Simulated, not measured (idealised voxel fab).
Presented below is a process module, voxel air gaps.
Displayed cross-section: cut, width of 220 nm, square cells sized 5 nm.
Cross-section = grid of square cells, listed top down in bands; band = one or more rows.
What a band's entry tells you: where the top is and where the bottom is, as heights in nm, and after that what lies inside, material by material from left to right, each with its width in nm. Empty space is written as the word "blank", and a single material marked with the word "all across" occupies the band from edge to edge.
Zero point of the height axis is 0; under it, received wafer = one material. Lowest band: continues down indefinitely, "0 -> down".
Top row gets the first number, bottom row gets the second, and each row in between changes by the same step: that is how a band width like "30 to 40" works.
"nothing changed" means the step left every cell of the cross-section as it was.
The entry "Unvented voids" lists the empty spaces that cover at least 8 cells and have no open path to the top. Each is written as width x height at distance, where the distance is measured from the left edge and all three values are in nm.
On a step's line, text after the settings is the simulator commenting on that step.
The "overlay nm" setting may appear on a step's line; for a step that uses a mask, it gives how far to the right of its planned position the mask lay, and a negative value indicates the left.
# These are the steps we planned for the process
1: RECEIVE with material Si
2: CONFORMAL_DEP with material SiO2, thk nm 10
3: CONFORMAL_DEP with material SiCN, thk nm 5
4: DIRECTIONAL_DEP with material SiO2, thk nm 30
5: PATTERN with tone open, mask id LINES, material resist, width nm 25, pitch nm 50, thk nm 15, overlay nm 0
6: DIRECTIONAL_ETCH with etch materials SiO2, depth nm 30
7: STRIP with etch materials resist
8: CONFORMAL_DEP with material TiN, thk nm 5
9: FILL_DEP with material Ru, thk nm 5
10: CMP with height nm 45
11: EPI with material Ru, thk nm 10
12: SELECTIVE_ETCH with etch materials SiO2, depth nm 40
13: CONFORMAL_DEP with material SiCN, thk nm 5
# Wafer at receipt (post step 1), cross-section
0 -> down = Si all across
Unvented voids: none
# Starting structure and process plan are as shown above, but one mistake was made in running the module; the wafer cross-section at the end of the module follows
70 -> 65 = SiCN all across
65 -> 45 = Ru 215 | SiCN 5
45 -> 40 = SiO2 20 | TiN 5 | Ru 15 | TiN 5 | SiO2 25 | TiN 5 | Ru 15 | TiN 5 | SiO2 25 | TiN 5 | Ru 15 | TiN 5 | SiO2 25 | TiN 5 | Ru 15 | TiN 5 | SiCN 25
40 -> 20 = SiO2 20 | TiN 5 | Ru 15 | TiN 5 | SiO2 25 | TiN 5 | Ru 15 | TiN 5 | SiO2 25 | TiN 5 | Ru 15 | TiN 5 | SiO2 25 | TiN 5 | Ru 15 | TiN 5 | SiCN 5 | blank 20
20 -> 15 = SiO2 20 | TiN 25 | SiO2 25 | TiN 25 | SiO2 25 | TiN 25 | SiO2 25 | TiN 25 | SiCN 25
15 -> 10 = SiCN all across
10 -> 0 = SiO2 all across
0 -> down = Si all across
Unvented voids: 20 x 20 at 200
What was done differently from what was planned? the plan's step 11 ran twice
